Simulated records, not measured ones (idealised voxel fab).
This is a process module. Its name is voxel self aligned contacts.
The width of the displayed cross-section, cut, is 290 nm; its cells are square, with a size of 5 nm.
Think of the cross-section as a grid of square cells. We describe it in bands, top to bottom, and each band covers one or more rows of those cells.
What a band's entry tells you: where the top is and where the bottom is, as heights in nm, and after that what lies inside, material by material from left to right, each with its width in nm. Empty space is written as the word "blank", and a single material marked with the word "edge to edge" occupies the band from edge to edge.
A quick word on heights: they are counted from 0, and under that level the wafer as it came to us is one material throughout. The lowest band is different from the rest in having no bottom; it simply continues downward, written as in "0 down".
The width entry "30 to 40" should be interpreted row by row: the top row of cells in the band takes the first number, the bottom row takes the second number, and the change between adjacent rows is uniform throughout.
"changes: none" after a step means that no cell of the cross-section changed.
So "Closed voids list" is basically the list of trapped voids: any empty space of 8 cells or more that can't reach the top through an opening. They're written width x height at distance, the distance being from the left edge, and it's all nm.
Past the settings on a step's line: simulator remark, on that step.
The line of a step may include "overlay nm". On a step with a mask, this value is how far to the right of its planned place the mask lay. A negative value means the mask lay to the left.

Planned process steps
- 1: RECEIVE: material Si
- 2: CONFORMAL_DEP: material SiO2, thk nm 5
- 3: DIRECTIONAL_DEP: material polySi, thk nm 25
- 4: DIRECTIONAL_DEP: material SiN, thk nm 15
- 5: PATTERN: tone cover, mask id GATE, material resist, width nm 35, pitch nm 60, thk nm 15, overlay nm 0
- 6: DIRECTIONAL_ETCH: etch materials SiN, depth nm 15
- 7: DIRECTIONAL_ETCH: etch materials polySi, depth nm 25
- 8: STRIP: etch materials resist
- 9: CONFORMAL_DEP: material SiN, thk nm 5
- 10: DIRECTIONAL_ETCH: etch materials SiN, depth nm 5
- 11: FILL_DEP: material SiO2, thk nm 20
- 12: CMP: height nm 55
- 13: DIRECTIONAL_DEP: material aC, thk nm 15
- 14: PATTERN: tone open, mask id CONTACT, material resist, width nm 35, thk nm 35, overlay nm 0
- 15: DIRECTIONAL_ETCH: etch materials aC, depth nm 15
- 16: STRIP: etch materials resist
- 17: DIRECTIONAL_ETCH: etch materials SiO2, depth nm 55
- 18: STRIP: etch materials aC
- 19: CONFORMAL_DEP: material TiN, thk nm 5
- 20: FILL_DEP: material Ru, thk nm 10
- 21: CMP: height nm 55
- 22: CONFORMAL_DEP: material SiCN, thk nm 5

First of the two wafers, run per plan

as received, after step 1
> 0 down | Si edge to edge
> Closed voids list: none

Wafer xsec, post step 2
> 5 to 0 | SiO2 edge to edge
> Rest of section, below 0: as before.

Wafer xsec, post step 3
> 30 to 5 | polySi edge to edge
> Rest of section, below 5: as before.

Wafer xsec, post step 4
> 45 to 30 | SiN edge to edge
> Rest of section, below 30: as before.

Wafer xsec, post step 5
> 60 to 45 | 95 of blank, 35 of resist, 25 of blank, 35 of resist, 100 of blank
> Rest of section, below 45: as before.

Wafer xsec, post step 6
> 60 to 45 | 95 of blank, 35 of resist, 25 of blank, 35 of resist, 100 of blank
> 45 to 30 | 95 of blank, 35 of SiN, 25 of blank, 35 of SiN, 100 of blank
> Rest of section, below 30: as before.

Wafer xsec, post step 7
> 60 to 45 | 95 of blank, 35 of resist, 25 of blank, 35 of resist, 100 of blank
> 45 to 30 | 95 of blank, 35 of SiN, 25 of blank, 35 of SiN, 100 of blank
> 30 to 5 | 95 of blank, 35 of polySi, 25 of blank, 35 of polySi, 100 of blank
> Rest of section, below 5: as before.

Wafer xsec, post step 8
> 45 to 30 | 95 of blank, 35 of SiN, 25 of blank, 35 of SiN, 100 of blank
> Rest of section, below 30: as before.

Wafer xsec, post step 9
> 50 to 30 | 90 of blank, 45 of SiN, 15 of blank, 45 of SiN, 95 of blank
> 30 to 10 | 90 of blank, 5 of SiN, 35 of polySi, 5 of SiN, 15 of blank, 5 of SiN, 35 of polySi, 5 of SiN, 95 of blank
> 10 to 5 | 95 of SiN, 35 of polySi, 25 of SiN, 35 of polySi, 100 of SiN
> Rest of section, below 5: as before.

Wafer xsec, post step 10
> 45 to 30 | 90 of blank, 45 of SiN, 15 of blank, 45 of SiN, 95 of blank
> 30 to 5 | 90 of blank, 5 of SiN, 35 of polySi, 5 of SiN, 15 of blank, 5 of SiN, 35 of polySi, 5 of SiN, 95 of blank
> Rest of section, below 5: as before.

Wafer xsec, post step 11
> 65 to 45 | SiO2 edge to edge
> 45 to 30 | 90 of SiO2, 45 of SiN, 15 of SiO2, 45 of SiN, 95 of SiO2
> 30 to 5 | 90 of SiO2, 5 of SiN, 35 of polySi, 5 of SiN, 15 of SiO2, 5 of SiN, 35 of polySi, 5 of SiN, 95 of SiO2
> Rest of section, below 5: as before.

Wafer xsec, post step 12
> 55 to 45 | SiO2 edge to edge
> Rest of section, below 45: as before.

Wafer xsec, post step 13
> 70 to 55 | aC edge to edge
> Rest of section, below 55: as before.

Wafer xsec, post step 14
> 105 to 70 | 125 of resist, 35 of blank, 130 of resist
> Rest of section, below 70: as before.

Wafer xsec, post step 15
> 90 to 70 | 125 of resist, 35 of blank, 130 of resist
> 70 to 55 | 125 of aC, 35 of blank, 130 of aC
> Rest of section, below 55: as before.

Wafer xsec, post step 16
> 70 to 55 | 125 of aC, 35 of blank, 130 of aC
> Rest of section, below 55: as before.

Wafer xsec, post step 17
> 70 to 55 | 125 of aC, 35 of blank, 130 of aC
> 55 to 45 | 125 of SiO2, 35 of blank, 130 of SiO2
> 45 to 30 | 90 of SiO2, 45 of SiN, 15 of blank, 45 of SiN, 95 of SiO2
> 30 to 5 | 90 of SiO2, 5 of SiN, 35 of polySi, 5 of SiN, 15 of blank, 5 of SiN, 35 of polySi, 5 of SiN, 95 of SiO2
> 5 to 0 | 135 of SiO2, 15 of blank, 140 of SiO2
> Rest of section, below 0: as before.

Wafer xsec, post step 18
> 55 to 45 | 125 of SiO2, 35 of blank, 130 of SiO2
> Rest of section, below 45: as before.

Wafer xsec, post step 19
> 60 to 55 | 130 of TiN, 25 of blank, 135 of TiN
> 55 to 45 | 125 of SiO2, 5 to 15 of TiN, 25 to 5 of blank, 5 to 15 of TiN, 130 of SiO2
> 45 to 30 | 90 of SiO2, 45 of SiN, 5 of TiN, 5 of blank, 5 of TiN, 45 of SiN, 95 of SiO2
> 30 to 5 | 90 of SiO2, 5 of SiN, 35 of polySi, 5 of SiN, 5 of TiN, 5 of blank, 5 of TiN, 5 of SiN, 35 of polySi, 5 of SiN, 95 of SiO2
> 5 to 0 | 135 of SiO2, 15 of TiN, 140 of SiO2
> Rest of section, below 0: as before.

Wafer xsec, post step 20
> 70 to 60 | Ru edge to edge
> 60 to 55 | 130 of TiN, 25 of Ru, 135 of TiN
> 55 to 45 | 125 of SiO2, 5 to 15 of TiN, 25 to 5 of Ru, 5 to 15 of TiN, 130 of SiO2
> 45 to 30 | 90 of SiO2, 45 of SiN, 5 of TiN, 5 of Ru, 5 of TiN, 45 of SiN, 95 of SiO2
> 30 to 5 | 90 of SiO2, 5 of SiN, 35 of polySi, 5 of SiN, 5 of TiN, 5 of Ru, 5 of TiN, 5 of SiN, 35 of polySi, 5 of SiN, 95 of SiO2
> Rest of section, below 5: as before.

Wafer xsec, post step 21
> 55 to 45 | 125 of SiO2, 5 to 15 of TiN, 25 to 5 of Ru, 5 to 15 of TiN, 130 of SiO2
> Rest of section, below 45: as before.

Wafer xsec, post step 22
> 60 to 55 | SiCN edge to edge
> Rest of section, below 55: as before.

Notes, second wafer: start = first wafer's, plan = first wafer's, execution had one mistake; history identical to first through step 4

Second wafer: cross-section at the scheduled end of step 5
> 60 to 45 | 95 of resist, 35 of blank, 25 of resist, 35 of blank, 100 of resist
> Rest of section, below 45: as before.

Second wafer: cross-section at the scheduled end of step 6
> 60 to 45 | 95 of resist, 35 of blank, 25 of resist, 35 of blank, 100 of resist
> 45 to 30 | 95 of SiN, 35 of blank, 25 of SiN, 35 of blank, 100 of SiN
> Rest of section, below 30: as before.

Second wafer: cross-section at the scheduled end of step 7
> 60 to 45 | 95 of resist, 35 of blank, 25 of resist, 35 of blank, 100 of resist
> 45 to 30 | 95 of SiN, 35 of blank, 25 of SiN, 35 of blank, 100 of SiN
> 30 to 5 | 95 of polySi, 35 of blank, 25 of polySi, 35 of blank, 100 of polySi
> Rest of section, below 5: as before.

Second wafer: cross-section at the scheduled end of step 8
> 45 to 30 | 95 of SiN, 35 of blank, 25 of SiN, 35 of blank, 100 of SiN
> Rest of section, below 30: as before.

Second wafer: cross-section at the scheduled end of step 9
> 50 to 30 | 100 of SiN, 25 of blank, 35 of SiN, 25 of blank, 105 of SiN
> 30 to 10 | 95 of polySi, 5 of SiN, 25 of blank, 5 of SiN, 25 of polySi, 5 of SiN, 25 of blank, 5 of SiN, 100 of polySi
> 10 to 5 | 95 of polySi, 35 of SiN, 25 of polySi, 35 of SiN, 100 of polySi
> Rest of section, below 5: as before.

Second wafer: cross-section at the scheduled end of step 10
> 45 to 30 | 100 of SiN, 25 of blank, 35 of SiN, 25 of blank, 105 of SiN
> 30 to 5 | 95 of polySi, 5 of SiN, 25 of blank, 5 of SiN, 25 of polySi, 5 of SiN, 25 of blank, 5 of SiN, 100 of polySi
> Rest of section, below 5: as before.

Second wafer: cross-section at the scheduled end of step 11
> 65 to 45 | SiO2 edge to edge
> 45 to 30 | 100 of SiN, 25 of SiO2, 35 of SiN, 25 of SiO2, 105 of SiN
> 30 to 5 | 95 of polySi, 5 of SiN, 25 of SiO2, 5 of SiN, 25 of polySi, 5 of SiN, 25 of SiO2, 5 of SiN, 100 of polySi
> Rest of section, below 5: as before.

Second wafer: cross-section at the scheduled end of step 12
> 55 to 45 | SiO2 edge to edge
> Rest of section, below 45: as before.

Second wafer: cross-section at the scheduled end of step 13
> 70 to 55 | aC edge to edge
> Rest of section, below 55: as before.

Second wafer: cross-section at the scheduled end of step 14
> 105 to 70 | 125 of resist, 35 of blank, 130 of resist
> Rest of section, below 70: as before.

Second wafer: cross-section at the scheduled end of step 15
> 90 to 70 | 125 of resist, 35 of blank, 130 of resist
> 70 to 55 | 125 of aC, 35 of blank, 130 of aC
> Rest of section, below 55: as before.

Second wafer: cross-section at the scheduled end of step 16
> 70 to 55 | 125 of aC, 35 of blank, 130 of aC
> Rest of section, below 55: as before.

Second wafer: cross-section at the scheduled end of step 17
> 70 to 55 | 125 of aC, 35 of blank, 130 of aC
> 55 to 45 | 125 of SiO2, 35 of blank, 130 of SiO2
> Rest of section, below 45: as before.

Second wafer: cross-section at the scheduled end of step 18
> 55 to 45 | 125 of SiO2, 35 of blank, 130 of SiO2
> Rest of section, below 45: as before.

Second wafer: cross-section at the scheduled end of step 19
> 60 to 55 | 130 of TiN, 25 of blank, 135 of TiN
> 55 to 50 | 125 of SiO2, 5 of TiN, 25 of blank, 5 of TiN, 130 of SiO2
> 50 to 45 | 125 of SiO2, 35 of TiN, 130 of SiO2
> Rest of section, below 45: as before.

Second wafer: cross-section at the scheduled end of step 20
> 70 to 60 | Ru edge to edge
> 60 to 55 | 130 of TiN, 25 of Ru, 135 of TiN
> 55 to 50 | 125 of SiO2, 5 of TiN, 25 of Ru, 5 of TiN, 130 of SiO2
> Rest of section, below 50: as before.

Second wafer: cross-section at the scheduled end of step 21
> 55 to 50 | 125 of SiO2, 5 of TiN, 25 of Ru, 5 of TiN, 130 of SiO2
> Rest of section, below 50: as before.

Second wafer: cross-section at the scheduled end of step 22
> 60 to 55 | SiCN edge to edge
> Rest of section, below 55: as before.
So what did we get wrong on this run? step 5 did not happen as planned, as run it was PATTERN: tone open, mask id GATE, material resist, width nm 35, pitch nm 60, thk nm 15, overlay nm 0
End of process, cell counts, second wafer against first, materials with more or fewer: 9 fewer of Ru; 90 more of SiN; 213 fewer of SiO2; 18 fewer of TiN; 150 more of polySi
